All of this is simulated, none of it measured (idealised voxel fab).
The process module that follows is named voxel capacitor over wiring.
Cross-section cut: width 275 nm, square cells of 5 nm.
A cross-section in this document is a grid of square cells, and it is written down as bands, the top band listed before the ones below it; a band is made up of one or more rows of cells. A band entry consists of two parts. The first gives the height of the band's top and the height of its bottom, in nm. The rest lists the band's materials from left to right, each with its width in nm. A single material labelled with the word "full width" fills the band from edge to edge, and the word "blank" marks empty space. The level at which height equals 0 is the one under which the wafer, as it arrives, is entirely one material. No lower edge exists for the bottom band, which continues downward and is notated as in "0 nm and below". Per-row width for "30->40": begins at first number (top row of band), ends at second number (bottom row), increment between rows held constant. A step reported as "no alteration" is a step in which no cell of the cross-section changed. Completely enclosed voids: empty space of 8 cells or more with no open way to the top, each as width x height at its distance from the left edge, in nm. Where a step's line continues beyond its settings, the continuation is a remark by the simulator itself on that step. Regarding "overlay nm": on a step with a mask, it is the distance the mask lay to the right of its planned place; a negative value places it to the left.

SET OUT BELOW ARE THE PLANNED STEPS OF THE PROCESS
| 1 | RECEIVE | material Si |
| 2 | CONFORMAL_DEP | material SiO2 | thk nm 15 |
| 3 | DIRECTIONAL_DEP | material TiN | thk nm 5 |
| 4 | DIRECTIONAL_DEP | material Ru | thk nm 20 |
| 5 | MASKED_ETCH | tone cover | mask id METAL_1 | width nm 20 | pitch nm 90 | etch materials Ru | depth nm 20 | overlay nm 0 |
| 6 | MASKED_ETCH | tone cover | mask id METAL_1 | width nm 15 | pitch nm 90 | etch materials TiN | depth nm 5 | overlay nm 0 |
| 7 | FILL_DEP | material SiO2 | thk nm 5 |
| 8 | CMP | height nm 40 |
| 9 | CONFORMAL_DEP | material SiCN | thk nm 5 |
| 10 | DIRECTIONAL_DEP | material lowk | thk nm 20 |
| 11 | PATTERN | tone open | mask id PLUG_1 | material resist | width nm 15 | thk nm 20 | overlay nm 0 |
| 12 | DIRECTIONAL_ETCH | etch materials lowk | depth nm 20 |
| 13 | DIRECTIONAL_ETCH | etch materials SiCN | depth nm 5 |
| 14 | STRIP | etch materials resist |
| 15 | CONFORMAL_DEP | material TiN | thk nm 5 |
| 16 | FILL_DEP | material Cu | thk nm 10 |
| 17 | CMP | height nm 65 |
| 18 | DIRECTIONAL_DEP | material TiN | thk nm 10 |
| 19 | DIRECTIONAL_DEP | material SiN | thk nm 5 |
| 20 | DIRECTIONAL_DEP | material TiN | thk nm 5 |
| 21 | MASKED_ETCH | tone cover | mask id UPPER_PLATE | width nm 75 | etch materials TiN | depth nm 5 | overlay nm 0 |
| 22 | MASKED_ETCH | tone cover | mask id UPPER_PLATE | width nm 75 | etch materials SiN | depth nm 5 | overlay nm 0 |
| 23 | MASKED_ETCH | tone cover | mask id LOWER_PLATE | width nm 85 | etch materials TiN | depth nm 10 | overlay nm 0 |
| 24 | FILL_DEP | material SiO2 | thk nm 15 |
| 25 | CMP | height nm 95 |
| 26 | PATTERN | tone open | mask id PLUG_2 | material resist | width nm 15 | thk nm 20 | overlay nm 0 |
| 27 | DIRECTIONAL_ETCH | etch materials SiO2 | depth nm 10 |
| 28 | STRIP | etch materials resist |
| 29 | CONFORMAL_DEP | material TiN | thk nm 5 |
| 30 | FILL_DEP | material W | thk nm 5 |
| 31 | CMP | height nm 95 |
| 32 | CONFORMAL_DEP | material SiCN | thk nm 5 |
Across this set of wafers, the varied parameter is the width nm of step 6. Starting conditions are identical for every wafer, and the plan reports the value assigned to the first wafer.

AS-RECEIVED CROSS-SECTION, FIRST OF SEVERAL WAFERS, POST STEP 1
> 0 nm and below = Si full width
> Completely enclosed voids: none

DEPICTED HERE IS THE FIRST OF SEVERAL WAFERS IN CROSS-SECTION, AT MODULE COMPLETION FOLLOWING THE LAST STEP, STEP 32
> 100 nm to 95 nm = SiCN full width
> 95 nm to 90 nm = 95 nm SiO2, then 5 nm TiN, then 5 nm W, then 5 nm TiN, then 165 nm SiO2
> 90 nm to 80 nm = 95->85 nm SiO2, then 15->75 nm TiN, then 165->115 nm SiO2
> 80 nm to 75 nm = 85 nm SiO2, then 75 nm SiN, then 115 nm SiO2
> 75 nm to 65 nm = 80 nm SiO2, then 85 nm TiN, then 110 nm SiO2
> 65 nm to 45 nm = 85 nm lowk, then 5 nm TiN, then 5 nm Cu, then 5 nm TiN, then 175 nm lowk
> 45 nm to 40 nm = 85 nm SiCN, then 15 nm TiN, then 175 nm SiCN
> 40 nm to 20 nm = 80 nm SiO2, then 20 nm Ru, then 70 nm SiO2, then 20 nm Ru, then 85 nm SiO2
> 20 nm to 15 nm = 80 nm SiO2, then 20 nm TiN, then 70 nm SiO2, then 20 nm TiN, then 85 nm SiO2
> 15 nm to 0 nm = SiO2 full width
> 0 nm and below = Si full width
> Completely enclosed voids: none

WAFER CROSS-SECTION (LAST WAFER, MODULE END)
> 100 nm to 95 nm = SiCN full width
> 95 nm to 90 nm = 95 nm SiO2, then 5 nm TiN, then 5 nm W, then 5 nm TiN, then 165 nm SiO2
> 90 nm to 80 nm = 95->85 nm SiO2, then 15->75 nm TiN, then 165->115 nm SiO2
> 80 nm to 75 nm = 85 nm SiO2, then 75 nm SiN, then 115 nm SiO2
> 75 nm to 65 nm = 80 nm SiO2, then 85 nm TiN, then 110 nm SiO2
> 65 nm to 45 nm = 85 nm lowk, then 5 nm TiN, then 5 nm Cu, then 5 nm TiN, then 175 nm lowk
> 45 nm to 40 nm = 85 nm SiCN, then 15 nm TiN, then 175 nm SiCN
> 40 nm to 20 nm = 80 nm SiO2, then 20 nm Ru, then 70 nm SiO2, then 20 nm Ru, then 85 nm SiO2
> 20 nm to 15 nm = 75 nm SiO2, then 35 nm TiN, then 55 nm SiO2, then 35 nm TiN, then 75 nm SiO2
> 15 nm to 0 nm = SiO2 full width
> 0 nm and below = Si full width
> Completely enclosed voids: none

HEADS UP, THIS TABLE GOES WAFER BY WAFER. A ROW TELLS YOU, AT THE END OF THE MODULE, HOW MANY CELLS OF EACH MATERIAL THAT WAFER HAS PUT ON (+) OR DROPPED (-) SINCE IT WAS RECEIVED, AND THEN ITS CLOSED VOIDS
width nm 15, +4 Cu, +32 Ru, +107 SiCN, +15 SiN, +660 SiO2, +73 TiN, +1 W, +208 lowk, Completely enclosed voids: none
width nm 20, +4 Cu, +32 Ru, +107 SiCN, +15 SiN, +660 SiO2, +73 TiN, +1 W, +208 lowk, Completely enclosed voids: none
width nm 25, +4 Cu, +32 Ru, +107 SiCN, +15 SiN, +658 SiO2, +75 TiN, +1 W, +208 lowk, Completely enclosed voids: none
width nm 30, +4 Cu, +32 Ru, +107 SiCN, +15 SiN, +656 SiO2, +77 TiN, +1 W, +208 lowk, Completely enclosed voids: none
width nm 35, +4 Cu, +32 Ru, +107 SiCN, +15 SiN, +654 SiO2, +79 TiN, +1 W, +208 lowk, Completely enclosed voids: none
